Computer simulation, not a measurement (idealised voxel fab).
The document below concerns the process module designated voxel plated lines.
Section cut is 270 nm wide and gridded with 5 nm square cells.
In this document a cross-section is written as a grid of square cells. It is given as a series of bands, listed from the top down, and a band is one or more rows of cells. What a band's entry tells you: where the top is and where the bottom is, as heights in nm, and after that what lies inside, material by material from left to right, each with its width in nm. Empty space is written as the word "empty", and a single material marked with the word "edge to edge" occupies the band from edge to edge. The reference from which all heights are counted is 0, the level beneath which the as-received wafer is entirely one material; the lowest band, having no lower bound, proceeds downward and is written after the example "0 down". Note: "30->40" means the width goes from the first number (top row of the band) to the second number (bottom row) in equal steps per row of cells. It should be understood that the words "all unchanged", when stated for a given step, signify that the cross-section underwent no change in any of its cells during that step. You'll see "Sealed internal cavities" listing empty spaces that have no way open to the top, as long as they're 8 cells or more; the notation is width x height at distance, where the distance is from the left edge, and all of it is in nm. On each step's line, the part that comes after the settings is the simulator's own comment on the step. Among the settings permitted on a step's line is "overlay nm"; applied to a step with a mask, it specifies the extent to which the mask lay to the right of its planned position, whereas a negative figure signifies a position to the left.

### plan
1. op RECEIVE | material Si
2. op CONFORMAL_DEP | material SiO2 | thk nm 10
3. op DIRECTIONAL_DEP | material TiN | thk nm 5
4. op PATTERN | tone open | mask id LINES | material resist | width nm 25 | pitch nm 40 | thk nm 20 | overlay nm 0
5. op EPI | material Ru | thk nm 5
6. op STRIP | etch materials resist
7. op DIRECTIONAL_ETCH | etch materials TiN | depth nm 5
8. op CONFORMAL_DEP | material SiN | thk nm 5

### As-received state of the wafer in cross-section, equivalent to post-step 1
  0 down | Si edge to edge
  Sealed internal cavities: none

### Wafer cross-section at end of module: start and plan as shown above, one execution error
  20 to 15 | empty: 80, then Ru: 25, then empty: 15, then Ru: 25, then empty: 15, then Ru: 25, then empty: 85
  15 to 10 | empty: 80, then TiN: 25, then empty: 15, then TiN: 25, then empty: 15, then TiN: 25, then empty: 85
  10 to 0 | SiO2 edge to edge
  0 down | Si edge to edge
  Sealed internal cavities: none
Misprocessing identified: step 8 from the plan never happened, it was just skipped
